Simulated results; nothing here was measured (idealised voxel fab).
The process module that follows is named voxel air gaps.
Shown is cross-section cut, with a width of 165 nm and square cells of size 5 nm.
Cross-section, as written here: a square-cell grid given band by band from the top down, where a band holds one or more rows of cells.
Heads up on the band format: heights come first, top then bottom, in nm. After that it's the materials left to right, each with its width in nm. A single material flagged "edge to edge" fills the whole band edge to edge, and "air" means there's empty space there.
Height is counted from the level 0, under which the received wafer is composed throughout of one material. The lowest of the bands is not closed at the bottom but continues downward, in the notation "0..down".
Graded width ("30->40"): value in top row of band = first number; value in bottom row = second number; row-to-row change constant.
"everything unchanged" (step): cross-section cells unchanged, all of them.
This entry, "Enclosed voids", enumerates those empty regions of no fewer than 8 cells that possess no open connection to the top. Each region is reported in the form width x height at distance, the distance being taken from the left edge, with all three quantities expressed in nm.
What comes after the settings on a step's line is commentary from the simulator itself on that step.
When a step includes a mask, the "overlay nm" setting on its line states how far to the right of its planned place that mask lay, and negative values state how far to the left.
## The following list gives the planned process steps
1. RECEIVE | material Si
2. CONFORMAL_DEP | material SiO2 | thk nm 10
3. CONFORMAL_DEP | material SiN | thk nm 5
4. DIRECTIONAL_DEP | material lowk | thk nm 35
5. PATTERN | tone open | mask id LINES | material resist | width nm 15 | pitch nm 45 | thk nm 20 | overlay nm 0
6. DIRECTIONAL_ETCH | etch materials lowk | depth nm 35
7. STRIP | etch materials resist
8. CONFORMAL_DEP | material TiN | thk nm 5
9. FILL_DEP | material Ru | thk nm 5
10. CMP | height nm 50
11. EPI | material Ru | thk nm 10
12. SELECTIVE_ETCH | etch materials lowk | depth nm 45
13. CONFORMAL_DEP | material SiCN | thk nm 5
## Step 1 complete: cross-section of the wafer as received
	0..down = Si edge to edge
	Enclosed voids: none
## Cross-section: first of two wafers, module finished, run according to plan
	65..60 = air 15 nm, then SiCN 135 nm, then air 15 nm
	60..50 = air 15 nm, then SiCN 5 nm, then Ru 35 nm, then SiCN 10 nm, then Ru 35 nm, then SiCN 10 nm, then Ru 35 nm, then SiCN 5 nm, then air 15 nm
	50..45 = air 15 nm, then SiCN 15 nm, then TiN 5 nm, then Ru 5 nm, then TiN 5 nm, then SiCN 30 nm, then TiN 5 nm, then Ru 5 nm, then TiN 5 nm, then SiCN 30 nm, then TiN 5 nm, then Ru 5 nm, then TiN 5 nm, then SiCN 15 nm, then air 15 nm
	45..20 = air 25 nm, then SiCN 5 nm, then TiN 5 nm, then Ru 5 nm, then TiN 5 nm, then SiCN 5 nm, then air 20 nm, then SiCN 5 nm, then TiN 5 nm, then Ru 5 nm, then TiN 5 nm, then SiCN 5 nm, then air 20 nm, then SiCN 5 nm, then TiN 5 nm, then Ru 5 nm, then TiN 5 nm, then SiCN 5 nm, then air 25 nm
	20..15 = SiCN 30 nm, then TiN 15 nm, then SiCN 30 nm, then TiN 15 nm, then SiCN 30 nm, then TiN 15 nm, then SiCN 30 nm
	15..10 = SiN edge to edge
	10..0 = SiO2 edge to edge
	0..down = Si edge to edge
	Enclosed voids: 20 x 25 at 50; 20 x 25 at 95
## Now the second wafer, cross-sectioned at the end of the module. Nothing different at the start, nothing different in the plan compared with the first, just one mistake when it was actually run
	65..60 = air 15 nm, then SiCN 135 nm, then air 15 nm
	60..50 = air 15 nm, then SiCN 5 nm, then Ru 35 nm, then SiCN 10 nm, then Ru 35 nm, then SiCN 10 nm, then Ru 35 nm, then SiCN 5 nm, then air 15 nm
	50..45 = air 15 nm, then SiCN 15 nm, then TiN 5 nm, then Ru 5 nm, then TiN 5 nm, then SiCN 30 nm, then TiN 5 nm, then Ru 5 nm, then TiN 5 nm, then SiCN 30 nm, then TiN 5 nm, then Ru 5 nm, then TiN 5 nm, then SiCN 15 nm, then air 15 nm
	45..20 = air 25 nm, then SiCN 5 nm, then TiN 5 nm, then Ru 5 nm, then TiN 5 nm, then SiCN 5 nm, then air 20 nm, then SiCN 5 nm, then TiN 5 nm, then Ru 5 nm, then TiN 5 nm, then SiCN 5 nm, then air 20 nm, then SiCN 5 nm, then TiN 5 nm, then Ru 5 nm, then TiN 5 nm, then SiCN 5 nm, then air 25 nm
	20..15 = SiCN 30 nm, then TiN 15 nm, then SiCN 30 nm, then TiN 15 nm, then SiCN 30 nm, then TiN 15 nm, then SiCN 30 nm
	15..10 = SiN edge to edge
	10..0 = TiN edge to edge
	0..down = Si edge to edge
	Enclosed voids: 20 x 25 at 50; 20 x 25 at 95
Heads up, the wafer didn't run the way we planned it: step 2 ran as: CONFORMAL_DEP | material TiN | thk nm 10
Final wafer comparison in cells, second versus first, more or fewer per material: 66 fewer of SiO2; 66 more of TiN
